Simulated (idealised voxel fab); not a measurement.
process module | voxel transistor to metal
cross-section cut | 300 nm wide | cells 5 nm
A cross-section is a grid of square cells, given in bands from the top down. A band is one or more rows of cells.
Each band's line starts with the height of the band's top and of its bottom, in nm. Then come its materials from left to right, each with its width in nm. One material with "throughout" fills the band from edge to edge. "air" is empty space.
Height 0 is the level under which the wafer as received is all one material. The lowest band goes on downwards, as in "0 down".
A width such as "30 to 40" changes by the same amount from each row of cells to the next, from the band's top row to its bottom row.
"no change" after a step means that no cell of the cross-section changed.
closed voids: empty space of 8 cells or more with no open way to the top, each as width x height at its distance from the left edge, in nm
after a step's settings: what the simulator itself notes on the step
overlay nm, on a step with a mask: how far to the right of its planned place the mask lay; to the left if negative
plan
1 op RECEIVE | material Si
2 op OXIDIZE | depth nm 5
3 op CONFORMAL_DEP | material SiN | thk nm 10
4 op MASKED_ETCH | tone cover | mask id ACTIVE | width nm 110 | pitch nm 130 | etch materials SiN | depth nm 10 | overlay nm 0
5 op MASKED_ETCH | tone cover | mask id ACTIVE | width nm 110 | pitch nm 130 | etch materials SiO2 | depth nm 5 | overlay nm 0
6 op MASKED_ETCH | tone cover | mask id ACTIVE | width nm 110 | pitch nm 130 | etch materials Si | depth nm 20 | overlay nm 0
7 op FILL_DEP | material SiO2 | thk nm 5
8 op CMP | height nm 10
9 op SELECTIVE_ETCH | etch materials SiO2 | depth nm 10
10 op STRIP | etch materials SiN
11 op SELECTIVE_ETCH | etch materials SiO2 | depth nm 5
12 op OXIDIZE | depth nm 5
13 op DIRECTIONAL_DEP | material polySi | thk nm 20
14 op DIRECTIONAL_DEP | material SiCN | thk nm 10
15 op DIRECTIONAL_DEP | material aC | thk nm 15
16 op PATTERN | tone cover | mask id GATE | material resist | width nm 30 | pitch nm 130 | thk nm 30 | overlay nm 0
17 op DIRECTIONAL_ETCH | etch materials aC | depth nm 15
18 op STRIP | etch materials resist
19 op DIRECTIONAL_ETCH | etch materials SiCN | depth nm 20
20 op DIRECTIONAL_ETCH | etch materials polySi | depth nm 30
21 op STRIP | etch materials aC
22 op CONFORMAL_DEP | material SiO2 | thk nm 5
23 op DIRECTIONAL_ETCH | etch materials SiO2 | depth nm 5
24 op CONFORMAL_DEP | material SiN | thk nm 5
25 op DIRECTIONAL_ETCH | etch materials SiN | depth nm 5
26 op DIRECTIONAL_ETCH | etch materials SiO2 | depth nm 5
27 op DIRECTIONAL_ETCH | etch materials Si | depth nm 15
28 op EPI | material SiGe | thk nm 15
29 op FILL_DEP | material SiO2 | thk nm 10
30 op CMP | height nm 15
31 op STRIP | etch materials polySi
32 op SELECTIVE_ETCH | etch materials SiO2 | depth nm 5
33 op CONFORMAL_DEP | material HfO2 | thk nm 5
34 op CONFORMAL_DEP | material TiN | thk nm 5
35 op FILL_DEP | material W | thk nm 10
36 op CMP | height nm 10
37 op DIRECTIONAL_DEP | material SiO2 | thk nm 10
38 op MASKED_ETCH | tone open | mask id CONTACT | width nm 15 | etch materials SiO2 | depth nm 30 | overlay nm 0
39 op CONFORMAL_DEP | material TiN | thk nm 5
40 op FILL_DEP | material W | thk nm 5
41 op CMP | height nm 20
42 op CONFORMAL_DEP | material SiCN | thk nm 5
43 op DIRECTIONAL_DEP | material SiO2 | thk nm 15
44 op DIRECTIONAL_DEP | material aC | thk nm 15
45 op PATTERN | tone open | mask id METAL_1 | material resist | width nm 15 | thk nm 35 | overlay nm 0
46 op DIRECTIONAL_ETCH | etch materials aC | depth nm 15
47 op STRIP | etch materials resist
48 op DIRECTIONAL_ETCH | etch materials SiO2 | depth nm 15
49 op DIRECTIONAL_ETCH | etch materials SiCN | depth nm 5
50 op STRIP | etch materials aC
51 op CONFORMAL_DEP | material TiN | thk nm 5
52 op FILL_DEP | material W | thk nm 10
53 op CMP | height nm 40
54 op CONFORMAL_DEP | material SiN | thk nm 5
first wafer, as planned
as received, after step 1
  0 down: Si throughout
  closed voids: none
after step 2
  0 to -5: SiO2 throughout
  below -5: unchanged
after step 3
  10 to 0: SiN throughout
  below 0: unchanged
after step 4
  10 to 0: air 30 | SiN 110 | air 20 | SiN 110 | air 30
  below 0: unchanged
after step 5
  10 to 0: air 30 | SiN 110 | air 20 | SiN 110 | air 30
  0 to -5: air 30 | SiO2 110 | air 20 | SiO2 110 | air 30
  below -5: unchanged
after step 6
  10 to 0: air 30 | SiN 110 | air 20 | SiN 110 | air 30
  0 to -5: air 30 | SiO2 110 | air 20 | SiO2 110 | air 30
  -5 to -25: air 30 | Si 110 | air 20 | Si 110 | air 30
  below -25: unchanged
after step 7
  15 to 10: SiO2 throughout
  10 to 0: SiO2 30 | SiN 110 | SiO2 20 | SiN 110 | SiO2 30
  0 to -5: SiO2 throughout
  -5 to -25: SiO2 30 | Si 110 | SiO2 20 | Si 110 | SiO2 30
  below -25: unchanged
after step 8
  10 to 0: SiO2 30 | SiN 110 | SiO2 20 | SiN 110 | SiO2 30
  below 0: unchanged
after step 9
  10 to 0: air 30 | SiN 110 | air 20 | SiN 110 | air 30
  below 0: unchanged
after step 10
  0 to -5: SiO2 throughout
  below -5: unchanged
after step 11
  -5 to -25: SiO2 30 | Si 110 | SiO2 20 | Si 110 | SiO2 30
  below -25: unchanged
after step 12
  -5 to -10: SiO2 throughout
  below -10: unchanged
after step 13
  15 to -5: polySi throughout
  below -5: unchanged
after step 14
  25 to 15: SiCN throughout
  below 15: unchanged
after step 15
  40 to 25: aC throughout
  below 25: unchanged
after step 16
  70 to 40: air 70 | resist 30 | air 100 | resist 30 | air 70
  below 40: unchanged
after step 17
  55 to 40: air 70 | resist 30 | air 100 | resist 30 | air 70
  40 to 25: air 70 | aC 30 | air 100 | aC 30 | air 70
  below 25: unchanged
after step 18
  40 to 25: air 70 | aC 30 | air 100 | aC 30 | air 70
  below 25: unchanged
after step 19
  40 to 25: air 70 | aC 30 | air 100 | aC 30 | air 70
  25 to 15: air 70 | SiCN 30 | air 100 | SiCN 30 | air 70
  below 15: unchanged
after step 20
  40 to 25: air 70 | aC 30 | air 100 | aC 30 | air 70
  25 to 15: air 70 | SiCN 30 | air 100 | SiCN 30 | air 70
  15 to -5: air 70 | polySi 30 | air 100 | polySi 30 | air 70
  below -5: unchanged
after step 21
  25 to 15: air 70 | SiCN 30 | air 100 | SiCN 30 | air 70
  below 15: unchanged
after step 22
  30 to 25: air 65 | SiO2 40 | air 90 | SiO2 40 | air 65
  25 to 15: air 65 | SiO2 5 | SiCN 30 | SiO2 5 | air 90 | SiO2 5 | SiCN 30 | SiO2 5 | air 65
  15 to 0: air 65 | SiO2 5 | polySi 30 | SiO2 5 | air 90 | SiO2 5 | polySi 30 | SiO2 5 | air 65
  0 to -5: SiO2 70 | polySi 30 | SiO2 100 | polySi 30 | SiO2 70
  below -5: unchanged
after step 23
  25 to 15: air 65 | SiO2 5 | SiCN 30 | SiO2 5 | air 90 | SiO2 5 | SiCN 30 | SiO2 5 | air 65
  15 to -5: air 65 | SiO2 5 | polySi 30 | SiO2 5 | air 90 | SiO2 5 | polySi 30 | SiO2 5 | air 65
  below -5: unchanged
after step 24
  30 to 25: air 60 | SiN 50 | air 80 | SiN 50 | air 60
  25 to 15: air 60 | SiN 5 | SiO2 5 | SiCN 30 | SiO2 5 | SiN 5 | air 80 | SiN 5 | SiO2 5 | SiCN 30 | SiO2 5 | SiN 5 | air 60
  15 to 0: air 60 | SiN 5 | SiO2 5 | polySi 30 | SiO2 5 | SiN 5 | air 80 | SiN 5 | SiO2 5 | polySi 30 | SiO2 5 | SiN 5 | air 60
  0 to -5: SiN 65 | SiO2 5 | polySi 30 | SiO2 5 | SiN 90 | SiO2 5 | polySi 30 | SiO2 5 | SiN 65
  below -5: unchanged
after step 25
  25 to 15: air 60 | SiN 5 | SiO2 5 | SiCN 30 | SiO2 5 | SiN 5 | air 80 | SiN 5 | SiO2 5 | SiCN 30 | SiO2 5 | SiN 5 | air 60
  15 to -5: air 60 | SiN 5 | SiO2 5 | polySi 30 | SiO2 5 | SiN 5 | air 80 | SiN 5 | SiO2 5 | polySi 30 | SiO2 5 | SiN 5 | air 60
  below -5: unchanged
after step 26
  25 to 20: air 60 | SiN 5 | air 5 | SiCN 30 | air 5 | SiN 5 | air 80 | SiN 5 | air 5 | SiCN 30 | air 5 | SiN 5 | air 60
  20 to 15: air 60 | SiN 5 | SiO2 5 | SiCN 30 | SiO2 5 | SiN 5 | air 80 | SiN 5 | SiO2 5 | SiCN 30 | SiO2 5 | SiN 5 | air 60
  15 to -5: air 60 | SiN 5 | SiO2 5 | polySi 30 | SiO2 5 | SiN 5 | air 80 | SiN 5 | SiO2 5 | polySi 30 | SiO2 5 | SiN 5 | air 60
  -5 to -10: air 60 | SiO2 50 | air 80 | SiO2 50 | air 60
  below -10: unchanged
after step 27
  25 to 20: air 60 | SiN 5 | air 5 | SiCN 30 | air 5 | SiN 5 | air 80 | SiN 5 | air 5 | SiCN 30 | air 5 | SiN 5 | air 60
  20 to 15: air 60 | SiN 5 | SiO2 5 | SiCN 30 | SiO2 5 | SiN 5 | air 80 | SiN 5 | SiO2 5 | SiCN 30 | SiO2 5 | SiN 5 | air 60
  15 to -5: air 60 | SiN 5 | SiO2 5 | polySi 30 | SiO2 5 | SiN 5 | air 80 | SiN 5 | SiO2 5 | polySi 30 | SiO2 5 | SiN 5 | air 60
  -5 to -10: air 60 | SiO2 50 | air 80 | SiO2 50 | air 60
  -10 to -25: SiO2 30 | air 30 | Si 50 | air 30 | SiO2 20 | air 30 | Si 50 | air 30 | SiO2 30
  below -25: unchanged
after step 28
  25 to 20: air 60 | SiN 5 | air 5 | SiCN 30 | air 5 | SiN 5 | air 80 | SiN 5 | air 5 | SiCN 30 | air 5 | SiN 5 | air 60
  20 to 15: air 60 | SiN 5 | SiO2 5 | SiCN 30 | SiO2 5 | SiN 5 | air 80 | SiN 5 | SiO2 5 | SiCN 30 | SiO2 5 | SiN 5 | air 60
  15 to 5: air 60 | SiN 5 | SiO2 5 | polySi 30 | SiO2 5 | SiN 5 | air 80 | SiN 5 | SiO2 5 | polySi 30 | SiO2 5 | SiN 5 | air 60
  5 to -5: air 45 | SiGe 15 | SiN 5 | SiO2 5 | polySi 30 | SiO2 5 | SiN 5 | SiGe 15 | air 50 | SiGe 15 | SiN 5 | SiO2 5 | polySi 30 | SiO2 5 | SiN 5 | SiGe 15 | air 45
  -5 to -10: air 45 | SiGe 15 | SiO2 50 | SiGe 15 | air 50 | SiGe 15 | SiO2 50 | SiGe 15 | air 45
  -10 to -25: SiO2 30 | SiGe 30 | Si 50 | SiGe 30 | SiO2 20 | SiGe 30 | Si 50 | SiGe 30 | SiO2 30
  below -25: unchanged
after step 29
  35 to 25: SiO2 throughout
  25 to 15: SiO2 60 | SiN 5 | SiO2 5 | SiCN 30 | SiO2 5 | SiN 5 | SiO2 80 | SiN 5 | SiO2 5 | SiCN 30 | SiO2 5 | SiN 5 | SiO2 60
  15 to 5: SiO2 60 | SiN 5 | SiO2 5 | polySi 30 | SiO2 5 | SiN 5 | SiO2 80 | SiN 5 | SiO2 5 | polySi 30 | SiO2 5 | SiN 5 | SiO2 60
  5 to -5: SiO2 45 | SiGe 15 | SiN 5 | SiO2 5 | polySi 30 | SiO2 5 | SiN 5 | SiGe 15 | SiO2 50 | SiGe 15 | SiN 5 | SiO2 5 | polySi 30 | SiO2 5 | SiN 5 | SiGe 15 | SiO2 45
  -5 to -10: SiO2 45 | SiGe 15 | SiO2 50 | SiGe 15 | SiO2 50 | SiGe 15 | SiO2 50 | SiGe 15 | SiO2 45
  below -10: unchanged
after step 30
  15 to 5: SiO2 60 | SiN 5 | SiO2 5 | polySi 30 | SiO2 5 | SiN 5 | SiO2 80 | SiN 5 | SiO2 5 | polySi 30 | SiO2 5 | SiN 5 | SiO2 60
  below 5: unchanged
after step 31
  15 to 5: SiO2 60 | SiN 5 | SiO2 5 | air 30 | SiO2 5 | SiN 5 | SiO2 80 | SiN 5 | SiO2 5 | air 30 | SiO2 5 | SiN 5 | SiO2 60
  5 to -5: SiO2 45 | SiGe 15 | SiN 5 | SiO2 5 | air 30 | SiO2 5 | SiN 5 | SiGe 15 | SiO2 50 | SiGe 15 | SiN 5 | SiO2 5 | air 30 | SiO2 5 | SiN 5 | SiGe 15 | SiO2 45
  below -5: unchanged
after step 32
  15 to 10: air 60 | SiN 5 | air 40 | SiN 5 | air 80 | SiN 5 | air 40 | SiN 5 | air 60
  10 to 5: SiO2 60 | SiN 5 | air 40 | SiN 5 | SiO2 80 | SiN 5 | air 40 | SiN 5 | SiO2 60
  5 to -5: SiO2 45 | SiGe 15 | SiN 5 | air 40 | SiN 5 | SiGe 15 | SiO2 50 | SiGe 15 | SiN 5 | air 40 | SiN 5 | SiGe 15 | SiO2 45
  -5 to -10: SiO2 45 | SiGe 15 | SiO2 5 | air 40 | SiO2 5 | SiGe 15 | SiO2 50 | SiGe 15 | SiO2 5 | air 40 | SiO2 5 | SiGe 15 | SiO2 45
  below -10: unchanged
after step 33
  20 to 15: air 55 | HfO2 15 | air 30 | HfO2 15 | air 70 | HfO2 15 | air 30 | HfO2 15 | air 55
  15 to 10: HfO2 60 | SiN 5 | HfO2 5 | air 30 | HfO2 5 | SiN 5 | HfO2 80 | SiN 5 | HfO2 5 | air 30 | HfO2 5 | SiN 5 | HfO2 60
  10 to 5: SiO2 60 | SiN 5 | HfO2 5 | air 30 | HfO2 5 | SiN 5 | SiO2 80 | SiN 5 | HfO2 5 | air 30 | HfO2 5 | SiN 5 | SiO2 60
  5 to -5: SiO2 45 | SiGe 15 | SiN 5 | HfO2 5 | air 30 | HfO2 5 | SiN 5 | SiGe 15 | SiO2 50 | SiGe 15 | SiN 5 | HfO2 5 | air 30 | HfO2 5 | SiN 5 | SiGe 15 | SiO2 45
  -5 to -10: SiO2 45 | SiGe 15 | SiO2 5 | HfO2 40 | SiO2 5 | SiGe 15 | SiO2 50 | SiGe 15 | SiO2 5 | HfO2 40 | SiO2 5 | SiGe 15 | SiO2 45
  below -10: unchanged
after step 34
  25 to 20: air 50 | TiN 25 | air 20 | TiN 25 | air 60 | TiN 25 | air 20 | TiN 25 | air 50
  20 to 15: TiN 55 | HfO2 15 | TiN 5 | air 20 | TiN 5 | HfO2 15 | TiN 70 | HfO2 15 | TiN 5 | air 20 | TiN 5 | HfO2 15 | TiN 55
  15 to 10: HfO2 60 | SiN 5 | HfO2 5 | TiN 5 | air 20 | TiN 5 | HfO2 5 | SiN 5 | HfO2 80 | SiN 5 | HfO2 5 | TiN 5 | air 20 | TiN 5 | HfO2 5 | SiN 5 | HfO2 60
  10 to 5: SiO2 60 | SiN 5 | HfO2 5 | TiN 5 | air 20 | TiN 5 | HfO2 5 | SiN 5 | SiO2 80 | SiN 5 | HfO2 5 | TiN 5 | air 20 | TiN 5 | HfO2 5 | SiN 5 | SiO2 60
  5 to 0: SiO2 45 | SiGe 15 | SiN 5 | HfO2 5 | TiN 5 | air 20 | TiN 5 | HfO2 5 | SiN 5 | SiGe 15 | SiO2 50 | SiGe 15 | SiN 5 | HfO2 5 | TiN 5 | air 20 | TiN 5 | HfO2 5 | SiN 5 | SiGe 15 | SiO2 45
  0 to -5: SiO2 45 | SiGe 15 | SiN 5 | HfO2 5 | TiN 30 | HfO2 5 | SiN 5 | SiGe 15 | SiO2 50 | SiGe 15 | SiN 5 | HfO2 5 | TiN 30 | HfO2 5 | SiN 5 | SiGe 15 | SiO2 45
  below -5: unchanged
after step 35
  35 to 25: W throughout
  25 to 20: W 50 | TiN 25 | W 20 | TiN 25 | W 60 | TiN 25 | W 20 | TiN 25 | W 50
  20 to 15: TiN 55 | HfO2 15 | TiN 5 | W 20 | TiN 5 | HfO2 15 | TiN 70 | HfO2 15 | TiN 5 | W 20 | TiN 5 | HfO2 15 | TiN 55
  15 to 10: HfO2 60 | SiN 5 | HfO2 5 | TiN 5 | W 20 | TiN 5 | HfO2 5 | SiN 5 | HfO2 80 | SiN 5 | HfO2 5 | TiN 5 | W 20 | TiN 5 | HfO2 5 | SiN 5 | HfO2 60
  10 to 5: SiO2 60 | SiN 5 | HfO2 5 | TiN 5 | W 20 | TiN 5 | HfO2 5 | SiN 5 | SiO2 80 | SiN 5 | HfO2 5 | TiN 5 | W 20 | TiN 5 | HfO2 5 | SiN 5 | SiO2 60
  5 to 0: SiO2 45 | SiGe 15 | SiN 5 | HfO2 5 | TiN 5 | W 20 | TiN 5 | HfO2 5 | SiN 5 | SiGe 15 | SiO2 50 | SiGe 15 | SiN 5 | HfO2 5 | TiN 5 | W 20 | TiN 5 | HfO2 5 | SiN 5 | SiGe 15 | SiO2 45
  below 0: unchanged
after step 36
  10 to 5: SiO2 60 | SiN 5 | HfO2 5 | TiN 5 | W 20 | TiN 5 | HfO2 5 | SiN 5 | SiO2 80 | SiN 5 | HfO2 5 | TiN 5 | W 20 | TiN 5 | HfO2 5 | SiN 5 | SiO2 60
  below 5: unchanged
after step 37
  20 to 10: SiO2 throughout
  below 10: unchanged
after step 38
  20 to 10: SiO2 40 | air 15 | SiO2 60 | air 15 | SiO2 40 | air 15 | SiO2 60 | air 15 | SiO2 40
  10 to 5: SiO2 40 | air 15 | SiO2 5 | SiN 5 | HfO2 5 | TiN 5 | W 20 | TiN 5 | HfO2 5 | SiN 5 | SiO2 5 | air 15 | SiO2 40 | air 15 | SiO2 5 | SiN 5 | HfO2 5 | TiN 5 | W 20 | TiN 5 | HfO2 5 | SiN 5 | SiO2 5 | air 15 | SiO2 40
  5 to 0: SiO2 40 | air 5 | SiGe 15 | SiN 5 | HfO2 5 | TiN 5 | W 20 | TiN 5 | HfO2 5 | SiN 5 | SiGe 15 | air 5 | SiO2 40 | air 5 | SiGe 15 | SiN 5 | HfO2 5 | TiN 5 | W 20 | TiN 5 | HfO2 5 | SiN 5 | SiGe 15 | air 5 | SiO2 40
  0 to -5: SiO2 40 | air 5 | SiGe 15 | SiN 5 | HfO2 5 | TiN 30 | HfO2 5 | SiN 5 | SiGe 15 | air 5 | SiO2 40 | air 5 | SiGe 15 | SiN 5 | HfO2 5 | TiN 30 | HfO2 5 | SiN 5 | SiGe 15 | air 5 | SiO2 40
  -5 to -10: SiO2 40 | air 5 | SiGe 15 | SiO2 5 | HfO2 40 | SiO2 5 | SiGe 15 | air 5 | SiO2 40 | air 5 | SiGe 15 | SiO2 5 | HfO2 40 | SiO2 5 | SiGe 15 | air 5 | SiO2 40
  below -10: unchanged
after step 39
  25 to 20: TiN 45 | air 5 | TiN 70 | air 5 | TiN 50 | air 5 | TiN 70 | air 5 | TiN 45
  20 to 10: SiO2 40 | TiN 5 | air 5 | TiN 5 | SiO2 60 | TiN 5 | air 5 | TiN 5 | SiO2 40 | TiN 5 | air 5 | TiN 5 | SiO2 60 | TiN 5 | air 5 | TiN 5 | SiO2 40
  10 to 5: SiO2 40 | TiN 15 | SiO2 5 | SiN 5 | HfO2 5 | TiN 5 | W 20 | TiN 5 | HfO2 5 | SiN 5 | SiO2 5 | TiN 15 | SiO2 40 | TiN 15 | SiO2 5 | SiN 5 | HfO2 5 | TiN 5 | W 20 | TiN 5 | HfO2 5 | SiN 5 | SiO2 5 | TiN 15 | SiO2 40
  5 to 0: SiO2 40 | TiN 5 | SiGe 15 | SiN 5 | HfO2 5 | TiN 5 | W 20 | TiN 5 | HfO2 5 | SiN 5 | SiGe 15 | TiN 5 | SiO2 40 | TiN 5 | SiGe 15 | SiN 5 | HfO2 5 | TiN 5 | W 20 | TiN 5 | HfO2 5 | SiN 5 | SiGe 15 | TiN 5 | SiO2 40
  0 to -5: SiO2 40 | TiN 5 | SiGe 15 | SiN 5 | HfO2 5 | TiN 30 | HfO2 5 | SiN 5 | SiGe 15 | TiN 5 | SiO2 40 | TiN 5 | SiGe 15 | SiN 5 | HfO2 5 | TiN 30 | HfO2 5 | SiN 5 | SiGe 15 | TiN 5 | SiO2 40
  -5 to -10: SiO2 40 | TiN 5 | SiGe 15 | SiO2 5 | HfO2 40 | SiO2 5 | SiGe 15 | TiN 5 | SiO2 40 | TiN 5 | SiGe 15 | SiO2 5 | HfO2 40 | SiO2 5 | SiGe 15 | TiN 5 | SiO2 40
  below -10: unchanged
after step 40
  30 to 25: W throughout
  25 to 20: TiN 45 | W 5 | TiN 70 | W 5 | TiN 50 | W 5 | TiN 70 | W 5 | TiN 45
  20 to 10: SiO2 40 | TiN 5 | W 5 | TiN 5 | SiO2 60 | TiN 5 | W 5 | TiN 5 | SiO2 40 | TiN 5 | W 5 | TiN 5 | SiO2 60 | TiN 5 | W 5 | TiN 5 | SiO2 40
  below 10: unchanged
after step 41
  20 to 10: SiO2 40 | TiN 5 | W 5 | TiN 5 | SiO2 60 | TiN 5 | W 5 | TiN 5 | SiO2 40 | TiN 5 | W 5 | TiN 5 | SiO2 60 | TiN 5 | W 5 | TiN 5 | SiO2 40
  below 10: unchanged
after step 42
  25 to 20: SiCN throughout
  below 20: unchanged
after step 43
  40 to 25: SiO2 throughout
  below 25: unchanged
after step 44
  55 to 40: aC throughout
  below 40: unchanged
after step 45
  90 to 55: resist 40 | air 15 | resist 60 | air 15 | resist 40 | air 15 | resist 60 | air 15 | resist 40
  below 55: unchanged
after step 46
  75 to 55: resist 40 | air 15 | resist 60 | air 15 | resist 40 | air 15 | resist 60 | air 15 | resist 40
  55 to 40: aC 40 | air 15 | aC 60 | air 15 | aC 40 | air 15 | aC 60 | air 15 | aC 40
  below 40: unchanged
after step 47
  55 to 40: aC 40 | air 15 | aC 60 | air 15 | aC 40 | air 15 | aC 60 | air 15 | aC 40
  below 40: unchanged
after step 48
  55 to 40: aC 40 | air 15 | aC 60 | air 15 | aC 40 | air 15 | aC 60 | air 15 | aC 40
  40 to 25: SiO2 40 | air 15 | SiO2 60 | air 15 | SiO2 40 | air 15 | SiO2 60 | air 15 | SiO2 40
  below 25: unchanged
after step 49
  55 to 40: aC 40 | air 15 | aC 60 | air 15 | aC 40 | air 15 | aC 60 | air 15 | aC 40
  40 to 25: SiO2 40 | air 15 | SiO2 60 | air 15 | SiO2 40 | air 15 | SiO2 60 | air 15 | SiO2 40
  25 to 20: SiCN 40 | air 15 | SiCN 60 | air 15 | SiCN 40 | air 15 | SiCN 60 | air 15 | SiCN 40
  below 20: unchanged
after step 50
  40 to 25: SiO2 40 | air 15 | SiO2 60 | air 15 | SiO2 40 | air 15 | SiO2 60 | air 15 | SiO2 40
  below 25: unchanged
after step 51
  45 to 40: TiN 45 | air 5 | TiN 70 | air 5 | TiN 50 | air 5 | TiN 70 | air 5 | TiN 45
  40 to 25: SiO2 40 | TiN 5 | air 5 | TiN 5 | SiO2 60 | TiN 5 | air 5 | TiN 5 | SiO2 40 | TiN 5 | air 5 | TiN 5 | SiO2 60 | TiN 5 | air 5 | TiN 5 | SiO2 40
  25 to 20: SiCN 40 | TiN 15 | SiCN 60 | TiN 15 | SiCN 40 | TiN 15 | SiCN 60 | TiN 15 | SiCN 40
  below 20: unchanged
after step 52
  55 to 45: W throughout
  45 to 40: TiN 45 | W 5 | TiN 70 | W 5 | TiN 50 | W 5 | TiN 70 | W 5 | TiN 45
  40 to 25: SiO2 40 | TiN 5 | W 5 | TiN 5 | SiO2 60 | TiN 5 | W 5 | TiN 5 | SiO2 40 | TiN 5 | W 5 | TiN 5 | SiO2 60 | TiN 5 | W 5 | TiN 5 | SiO2 40
  below 25: unchanged
after step 53
  40 to 25: SiO2 40 | TiN 5 | W 5 | TiN 5 | SiO2 60 | TiN 5 | W 5 | TiN 5 | SiO2 40 | TiN 5 | W 5 | TiN 5 | SiO2 60 | TiN 5 | W 5 | TiN 5 | SiO2 40
  below 25: unchanged
after step 54
  45 to 40: SiN throughout
  below 40: unchanged
second wafer: like start, like plan, one mistake. Through step 53 it matches the first wafer
when step 54 should have ended
  45 to 40: W throughout
  below 40: unchanged
what went wrong: step 54 ran as: op CONFORMAL_DEP | material W | thk nm 5
at the end the second wafer has, in cells: 60 fewer of SiN | 60 more of W
